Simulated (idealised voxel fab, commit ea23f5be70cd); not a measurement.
process module | voxel spacer lines
cross-section cut | 225 nm wide | cells 5 nm
A cross-section is a grid of square cells, given in bands from the top down. A band is one or more rows of cells.
Each band's line starts with the height of the band's top and of its bottom, in nm. Then come its materials from left to right, each with its width in nm. One material with "throughout" fills the band from edge to edge. "air" is empty space.
Height 0 is the level under which the wafer as received is all one material. The lowest band goes on downwards, as in "0 down".
A width such as "30 to 40" changes by the same amount from each row of cells to the next, from the band's top row to its bottom row.
"no change" after a step means that no cell of the cross-section changed.
closed voids: empty space of 8 cells or more with no open way to the top, each as width x height at its distance from the left edge, in nm
after a step's settings: what the simulator itself notes on the step
overlay nm, on a step with a mask: how far to the right of its planned place the mask lay; to the left if negative
plan
1 op RECEIVE | material Si
2 op CONFORMAL_DEP | material Al2O3 | thk nm 5
3 op DIRECTIONAL_DEP | material polySi | thk nm 20
4 op DIRECTIONAL_DEP | material aC | thk nm 20
5 op PATTERN | tone cover | mask id MANDREL | material resist | width nm 20 | pitch nm 70 | thk nm 25 | overlay nm 0
6 op DIRECTIONAL_ETCH | etch materials aC | depth nm 20
7 op STRIP | etch materials resist
8 op CONFORMAL_DEP | material SiN | thk nm 15
9 op DIRECTIONAL_ETCH | etch materials SiN | depth nm 15
10 op STRIP | etch materials aC
11 op DIRECTIONAL_ETCH | etch materials polySi | depth nm 20
12 op STRIP | etch materials SiN
first wafer, as planned
as received, after step 1
  0 down: Si throughout
  closed voids: none
after step 2
  5 to 0: Al2O3 throughout
  below 0: unchanged
after step 3
  25 to 5: polySi throughout
  below 5: unchanged
after step 4
  45 to 25: aC throughout
  below 25: unchanged
after step 5
  70 to 45: air 30 | resist 20 | air 50 | resist 20 | air 50 | resist 20 | air 35
  below 45: unchanged
after step 6
  50 to 45: air 30 | resist 20 | air 50 | resist 20 | air 50 | resist 20 | air 35
  45 to 25: air 30 | aC 20 | air 50 | aC 20 | air 50 | aC 20 | air 35
  below 25: unchanged
after step 7
  45 to 25: air 30 | aC 20 | air 50 | aC 20 | air 50 | aC 20 | air 35
  below 25: unchanged
after step 8
  60 to 45: air 15 | SiN 50 | air 20 | SiN 50 | air 20 | SiN 50 | air 20
  45 to 40: air 15 | SiN 15 | aC 20 | SiN 15 | air 20 | SiN 15 | aC 20 | SiN 15 | air 20 | SiN 15 | aC 20 | SiN 15 | air 20
  40 to 25: SiN 30 | aC 20 | SiN 50 | aC 20 | SiN 50 | aC 20 | SiN 35
  below 25: unchanged
after step 9
  45 to 25: air 15 | SiN 15 | aC 20 | SiN 15 | air 20 | SiN 15 | aC 20 | SiN 15 | air 20 | SiN 15 | aC 20 | SiN 15 | air 20
  below 25: unchanged
after step 10
  45 to 25: air 15 | SiN 15 | air 20 | SiN 15 | air 20 | SiN 15 | air 20 | SiN 15 | air 20 | SiN 15 | air 20 | SiN 15 | air 20
  below 25: unchanged
after step 11
  45 to 25: air 15 | SiN 15 | air 20 | SiN 15 | air 20 | SiN 15 | air 20 | SiN 15 | air 20 | SiN 15 | air 20 | SiN 15 | air 20
  25 to 5: air 15 | polySi 15 | air 20 | polySi 15 | air 20 | polySi 15 | air 20 | polySi 15 | air 20 | polySi 15 | air 20 | polySi 15 | air 20
  below 5: unchanged
after step 12
  25 to 5: air 15 | polySi 15 | air 20 | polySi 15 | air 20 | polySi 15 | air 20 | polySi 15 | air 20 | polySi 15 | air 20 | polySi 15 | air 20
  below 5: unchanged
second wafer: like start, like plan, one mistake. Through step 7 it matches the first wafer
when step 8 should have ended
  60 to 45: air 15 | polySi 50 | air 20 | polySi 50 | air 20 | polySi 50 | air 20
  45 to 40: air 15 | polySi 15 | aC 20 | polySi 15 | air 20 | polySi 15 | aC 20 | polySi 15 | air 20 | polySi 15 | aC 20 | polySi 15 | air 20
  40 to 25: polySi 30 | aC 20 | polySi 50 | aC 20 | polySi 50 | aC 20 | polySi 35
  below 25: unchanged
when step 9 should have ended: no change
when step 10 should have ended: no change
when step 11 should have ended
  45 to 40: air 30 | aC 20 | air 50 | aC 20 | air 50 | aC 20 | air 35
  40 to 25: air 15 | polySi 15 | aC 20 | polySi 15 | air 20 | polySi 15 | aC 20 | polySi 15 | air 20 | polySi 15 | aC 20 | polySi 15 | air 20
  25 to 20: air 15 | polySi 50 | air 20 | polySi 50 | air 20 | polySi 50 | air 20
  below 20: unchanged
when step 12 should have ended: no change
what went wrong: step 8 ran as: op CONFORMAL_DEP | material polySi | thk nm 15
at the end the second wafer has, in cells: 48 more of aC | 147 more of polySi
